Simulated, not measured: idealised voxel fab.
The following is a process module called voxel self aligned vias.
We display cut, a cross-section 165 nm in width whose square cells are each 5 nm.
Each cross-section below is a grid of square cells, stated as bands in top-down order, with one or more rows of cells making up each band. Quick guide to a band line: top height, bottom height (nm) up front; then every material left to right with its width in nm. Only one material and it's marked "everywhere"? Then it fills the band edge to edge. And "empty" just means empty space. Height is counted from the level 0, under which the received wafer is composed throughout of one material. The lowest of the bands is not closed at the bottom but continues downward, in the notation "z 0 and below". With a width like "30 to 40", each row of cells in the band differs from the next by the same amount, the top row carrying the first number and the bottom row the second. Where the words "no change" appear for a step, the cross-section shows no cell changed by that step; every cell remained as before. You'll see "Internal closed voids" listing empty spaces that have no way open to the top, as long as they're 8 cells or more; the notation is width x height at distance, where the distance is from the left edge, and all of it is in nm. It should be noted that, on the line of a given step, the content following the step's settings is a remark produced by the simulator itself with respect to that step. A step's line can hold "overlay nm"; with a mask on that step, the setting says how far right of the planned place the mask lay, while a negative setting says it lay to the left.
Set out below are the planned steps of the process:
- 1: RECEIVE: material Si
- 2: CONFORMAL_DEP: material SiO2, thk nm 15
- 3: CONFORMAL_DEP: material SiCN, thk nm 5
- 4: DIRECTIONAL_DEP: material SiO2, thk nm 30
- 5: PATTERN: tone open, mask id LINES, material resist, width nm 25, pitch nm 75, thk nm 20, overlay nm 0
- 6: DIRECTIONAL_ETCH: etch materials SiO2, depth nm 30
- 7: STRIP: etch materials resist
- 8: CONFORMAL_DEP: material TiN, thk nm 5
- 9: FILL_DEP: material Ru, thk nm 5
- 10: CMP: height nm 50
- 11: SELECTIVE_ETCH: etch materials W Ru TiN, depth nm 5
- 12: FILL_DEP: material SiN, thk nm 5
- 13: CMP: height nm 50
- 14: DIRECTIONAL_DEP: material SiO2, thk nm 20
- 15: PATTERN: tone open, mask id VIAS, material resist, width nm 45, pitch nm 75, thk nm 20, overlay nm 0
- 16: DIRECTIONAL_ETCH: etch materials SiO2, depth nm 20
- 17: DIRECTIONAL_ETCH: etch materials SiN, depth nm 5
- 18: STRIP: etch materials resist
- 19: CONFORMAL_DEP: material TiN, thk nm 5
- 20: FILL_DEP: material Cu, thk nm 10
- 21: CMP: height nm 70
- 22: CONFORMAL_DEP: material SiN, thk nm 5
First of two wafers, processed according to plan:
Shown in cross-section is the wafer as received, that is, as it stands after step 1:
	z 0 and below = Si everywhere
	Internal closed voids: none
State of the wafer after step 2, shown in cross-section:
	z 15 to 0 = SiO2 everywhere
	Everything under 0 stays put, no change at all.
State of the wafer after step 3, shown in cross-section:
	z 20 to 15 = SiCN everywhere
	Everything under 15 stays put, no change at all.
State of the wafer after step 4, shown in cross-section:
	z 50 to 20 = SiO2 everywhere
	Everything under 20 stays put, no change at all.
State of the wafer after step 5, shown in cross-section:
	z 70 to 50 = 30 nm resist, then 25 nm empty, then 50 nm resist, then 25 nm empty, then 35 nm resist
	Everything under 50 stays put, no change at all.
State of the wafer after step 6, shown in cross-section:
	z 70 to 50 = 30 nm resist, then 25 nm empty, then 50 nm resist, then 25 nm empty, then 35 nm resist
	z 50 to 20 = 30 nm SiO2, then 25 nm empty, then 50 nm SiO2, then 25 nm empty, then 35 nm SiO2
	Everything under 20 stays put, no change at all.
State of the wafer after step 7, shown in cross-section:
	z 50 to 20 = 30 nm SiO2, then 25 nm empty, then 50 nm SiO2, then 25 nm empty, then 35 nm SiO2
	Everything under 20 stays put, no change at all.
State of the wafer after step 8, shown in cross-section:
	z 55 to 50 = 35 nm TiN, then 15 nm empty, then 60 nm TiN, then 15 nm empty, then 40 nm TiN
	z 50 to 25 = 30 nm SiO2, then 5 nm TiN, then 15 nm empty, then 5 nm TiN, then 50 nm SiO2, then 5 nm TiN, then 15 nm empty, then 5 nm TiN, then 35 nm SiO2
	z 25 to 20 = 30 nm SiO2, then 25 nm TiN, then 50 nm SiO2, then 25 nm TiN, then 35 nm SiO2
	Everything under 20 stays put, no change at all.
State of the wafer after step 9, shown in cross-section:
	z 60 to 55 = Ru everywhere
	z 55 to 50 = 35 nm TiN, then 15 nm Ru, then 60 nm TiN, then 15 nm Ru, then 40 nm TiN
	z 50 to 25 = 30 nm SiO2, then 5 nm TiN, then 15 nm Ru, then 5 nm TiN, then 50 nm SiO2, then 5 nm TiN, then 15 nm Ru, then 5 nm TiN, then 35 nm SiO2
	Everything under 25 stays put, no change at all.
State of the wafer after step 10, shown in cross-section:
	z 50 to 25 = 30 nm SiO2, then 5 nm TiN, then 15 nm Ru, then 5 nm TiN, then 50 nm SiO2, then 5 nm TiN, then 15 nm Ru, then 5 nm TiN, then 35 nm SiO2
	Everything under 25 stays put, no change at all.
State of the wafer after step 11, shown in cross-section:
	z 50 to 45 = 30 nm SiO2, then 25 nm empty, then 50 nm SiO2, then 25 nm empty, then 35 nm SiO2
	Everything under 45 stays put, no change at all.
State of the wafer after step 12, shown in cross-section:
	z 55 to 50 = SiN everywhere
	z 50 to 45 = 30 nm SiO2, then 25 nm SiN, then 50 nm SiO2, then 25 nm SiN, then 35 nm SiO2
	Everything under 45 stays put, no change at all.
State of the wafer after step 13, shown in cross-section:
	z 50 to 45 = 30 nm SiO2, then 25 nm SiN, then 50 nm SiO2, then 25 nm SiN, then 35 nm SiO2
	Everything under 45 stays put, no change at all.
State of the wafer after step 14, shown in cross-section:
	z 70 to 50 = SiO2 everywhere
	Everything under 50 stays put, no change at all.
State of the wafer after step 15, shown in cross-section:
	z 90 to 70 = 20 nm resist, then 45 nm empty, then 30 nm resist, then 45 nm empty, then 25 nm resist
	Everything under 70 stays put, no change at all.
State of the wafer after step 16, shown in cross-section:
	z 90 to 70 = 20 nm resist, then 45 nm empty, then 30 nm resist, then 45 nm empty, then 25 nm resist
	z 70 to 50 = 20 nm SiO2, then 45 nm empty, then 30 nm SiO2, then 45 nm empty, then 25 nm SiO2
	Everything under 50 stays put, no change at all.
State of the wafer after step 17, shown in cross-section:
	z 90 to 70 = 20 nm resist, then 45 nm empty, then 30 nm resist, then 45 nm empty, then 25 nm resist
	z 70 to 50 = 20 nm SiO2, then 45 nm empty, then 30 nm SiO2, then 45 nm empty, then 25 nm SiO2
	z 50 to 45 = 30 nm SiO2, then 25 nm empty, then 50 nm SiO2, then 25 nm empty, then 35 nm SiO2
	Everything under 45 stays put, no change at all.
State of the wafer after step 18, shown in cross-section:
	z 70 to 50 = 20 nm SiO2, then 45 nm empty, then 30 nm SiO2, then 45 nm empty, then 25 nm SiO2
	Everything under 50 stays put, no change at all.
State of the wafer after step 19, shown in cross-section:
	z 75 to 70 = 25 nm TiN, then 35 nm empty, then 40 nm TiN, then 35 nm empty, then 30 nm TiN
	z 70 to 55 = 20 nm SiO2, then 5 nm TiN, then 35 nm empty, then 5 nm TiN, then 30 nm SiO2, then 5 nm TiN, then 35 nm empty, then 5 nm TiN, then 25 nm SiO2
	z 55 to 50 = 20 nm SiO2, then 15 nm TiN, then 15 nm empty, then 15 nm TiN, then 30 nm SiO2, then 15 nm TiN, then 15 nm empty, then 15 nm TiN, then 25 nm SiO2
	z 50 to 45 = 30 nm SiO2, then 25 nm TiN, then 50 nm SiO2, then 25 nm TiN, then 35 nm SiO2
	Everything under 45 stays put, no change at all.
State of the wafer after step 20, shown in cross-section:
	z 85 to 75 = Cu everywhere
	z 75 to 70 = 25 nm TiN, then 35 nm Cu, then 40 nm TiN, then 35 nm Cu, then 30 nm TiN
	z 70 to 55 = 20 nm SiO2, then 5 nm TiN, then 35 nm Cu, then 5 nm TiN, then 30 nm SiO2, then 5 nm TiN, then 35 nm Cu, then 5 nm TiN, then 25 nm SiO2
	z 55 to 50 = 20 nm SiO2, then 15 nm TiN, then 15 nm Cu, then 15 nm TiN, then 30 nm SiO2, then 15 nm TiN, then 15 nm Cu, then 15 nm TiN, then 25 nm SiO2
	Everything under 50 stays put, no change at all.
State of the wafer after step 21, shown in cross-section:
	z 70 to 55 = 20 nm SiO2, then 5 nm TiN, then 35 nm Cu, then 5 nm TiN, then 30 nm SiO2, then 5 nm TiN, then 35 nm Cu, then 5 nm TiN, then 25 nm SiO2
	Everything under 55 stays put, no change at all.
State of the wafer after step 22, shown in cross-section:
	z 75 to 70 = SiN everywhere
	Everything under 70 stays put, no change at all.
For the second wafer, take the first wafer's start and plan, then add one mistake made in running it; everything through step 1, that step included, is shared with the first:
Second wafer cross-section, taken as of the time the plan sets for step 2 to be done:
	z 10 to 0 = SiO2 everywhere
	Everything under 0 stays put, no change at all.
Second wafer cross-section, taken as of the time the plan sets for step 3 to be done:
	z 15 to 10 = SiCN everywhere
	Everything under 10 stays put, no change at all.
Second wafer cross-section, taken as of the time the plan sets for step 4 to be done:
	z 45 to 15 = SiO2 everywhere
	Everything under 15 stays put, no change at all.
Second wafer cross-section, taken as of the time the plan sets for step 5 to be done:
	z 65 to 45 = 30 nm resist, then 25 nm empty, then 50 nm resist, then 25 nm empty, then 35 nm resist
	Everything under 45 stays put, no change at all.
Second wafer cross-section, taken as of the time the plan sets for step 6 to be done:
	z 65 to 45 = 30 nm resist, then 25 nm empty, then 50 nm resist, then 25 nm empty, then 35 nm resist
	z 45 to 15 = 30 nm SiO2, then 25 nm empty, then 50 nm SiO2, then 25 nm empty, then 35 nm SiO2
	Everything under 15 stays put, no change at all.
Second wafer cross-section, taken as of the time the plan sets for step 7 to be done:
	z 45 to 15 = 30 nm SiO2, then 25 nm empty, then 50 nm SiO2, then 25 nm empty, then 35 nm SiO2
	Everything under 15 stays put, no change at all.
Second wafer cross-section, taken as of the time the plan sets for step 8 to be done:
	z 50 to 45 = 35 nm TiN, then 15 nm empty, then 60 nm TiN, then 15 nm empty, then 40 nm TiN
	z 45 to 20 = 30 nm SiO2, then 5 nm TiN, then 15 nm empty, then 5 nm TiN, then 50 nm SiO2, then 5 nm TiN, then 15 nm empty, then 5 nm TiN, then 35 nm SiO2
	z 20 to 15 = 30 nm SiO2, then 25 nm TiN, then 50 nm SiO2, then 25 nm TiN, then 35 nm SiO2
	Everything under 15 stays put, no change at all.
Second wafer cross-section, taken as of the time the plan sets for step 9 to be done:
	z 55 to 50 = Ru everywhere
	z 50 to 45 = 35 nm TiN, then 15 nm Ru, then 60 nm TiN, then 15 nm Ru, then 40 nm TiN
	z 45 to 20 = 30 nm SiO2, then 5 nm TiN, then 15 nm Ru, then 5 nm TiN, then 50 nm SiO2, then 5 nm TiN, then 15 nm Ru, then 5 nm TiN, then 35 nm SiO2
	Everything under 20 stays put, no change at all.
Second wafer cross-section, taken as of the time the plan sets for step 10 to be done:
	z 50 to 45 = 35 nm TiN, then 15 nm Ru, then 60 nm TiN, then 15 nm Ru, then 40 nm TiN
	Everything under 45 stays put, no change at all.
Second wafer cross-section, taken as of the time the plan sets for step 11 to be done:
	z 45 to 20 = 30 nm SiO2, then 5 nm TiN, then 15 nm Ru, then 5 nm TiN, then 50 nm SiO2, then 5 nm TiN, then 15 nm Ru, then 5 nm TiN, then 35 nm SiO2
	Everything under 20 stays put, no change at all.
Second wafer cross-section, taken as of the time the plan sets for step 12 to be done:
	z 50 to 45 = SiN everywhere
	Everything under 45 stays put, no change at all.
Second wafer cross-section, taken as of the time the plan sets for step 13 to be done: no change
Second wafer cross-section, taken as of the time the plan sets for step 14 to be done:
	z 70 to 50 = SiO2 everywhere
	Everything under 50 stays put, no change at all.
Second wafer cross-section, taken as of the time the plan sets for step 15 to be done:
	z 90 to 70 = 20 nm resist, then 45 nm empty, then 30 nm resist, then 45 nm empty, then 25 nm resist
	Everything under 70 stays put, no change at all.
Second wafer cross-section, taken as of the time the plan sets for step 16 to be done:
	z 90 to 70 = 20 nm resist, then 45 nm empty, then 30 nm resist, then 45 nm empty, then 25 nm resist
	z 70 to 50 = 20 nm SiO2, then 45 nm empty, then 30 nm SiO2, then 45 nm empty, then 25 nm SiO2
	Everything under 50 stays put, no change at all.
Second wafer cross-section, taken as of the time the plan sets for step 17 to be done:
	z 90 to 70 = 20 nm resist, then 45 nm empty, then 30 nm resist, then 45 nm empty, then 25 nm resist
	z 70 to 50 = 20 nm SiO2, then 45 nm empty, then 30 nm SiO2, then 45 nm empty, then 25 nm SiO2
	z 50 to 45 = 20 nm SiN, then 45 nm empty, then 30 nm SiN, then 45 nm empty, then 25 nm SiN
	Everything under 45 stays put, no change at all.
Second wafer cross-section, taken as of the time the plan sets for step 18 to be done:
	z 70 to 50 = 20 nm SiO2, then 45 nm empty, then 30 nm SiO2, then 45 nm empty, then 25 nm SiO2
	Everything under 50 stays put, no change at all.
Second wafer cross-section, taken as of the time the plan sets for step 19 to be done:
	z 75 to 70 = 25 nm TiN, then 35 nm empty, then 40 nm TiN, then 35 nm empty, then 30 nm TiN
	z 70 to 50 = 20 nm SiO2, then 5 nm TiN, then 35 nm empty, then 5 nm TiN, then 30 nm SiO2, then 5 nm TiN, then 35 nm empty, then 5 nm TiN, then 25 nm SiO2
	z 50 to 45 = 20 nm SiN, then 45 nm TiN, then 30 nm SiN, then 45 nm TiN, then 25 nm SiN
	Everything under 45 stays put, no change at all.
Second wafer cross-section, taken as of the time the plan sets for step 20 to be done:
	z 85 to 75 = Cu everywhere
	z 75 to 70 = 25 nm TiN, then 35 nm Cu, then 40 nm TiN, then 35 nm Cu, then 30 nm TiN
	z 70 to 50 = 20 nm SiO2, then 5 nm TiN, then 35 nm Cu, then 5 nm TiN, then 30 nm SiO2, then 5 nm TiN, then 35 nm Cu, then 5 nm TiN, then 25 nm SiO2
	Everything under 50 stays put, no change at all.
Second wafer cross-section, taken as of the time the plan sets for step 21 to be done:
	z 70 to 50 = 20 nm SiO2, then 5 nm TiN, then 35 nm Cu, then 5 nm TiN, then 30 nm SiO2, then 5 nm TiN, then 35 nm Cu, then 5 nm TiN, then 25 nm SiO2
	Everything under 50 stays put, no change at all.
Second wafer cross-section, taken as of the time the plan sets for step 22 to be done:
	z 75 to 70 = SiN everywhere
	Everything under 70 stays put, no change at all.
Processing error: note that step 2 departed from the planned setting and was carried out as CONFORMAL_DEP: material SiO2, thk nm 10
Looking at both finished wafers in cells, the second ends up ahead of or behind the first on some materials: 8 more of Cu | 6 more of Ru | 15 more of SiN | 33 fewer of SiO2 | 4 more of TiN
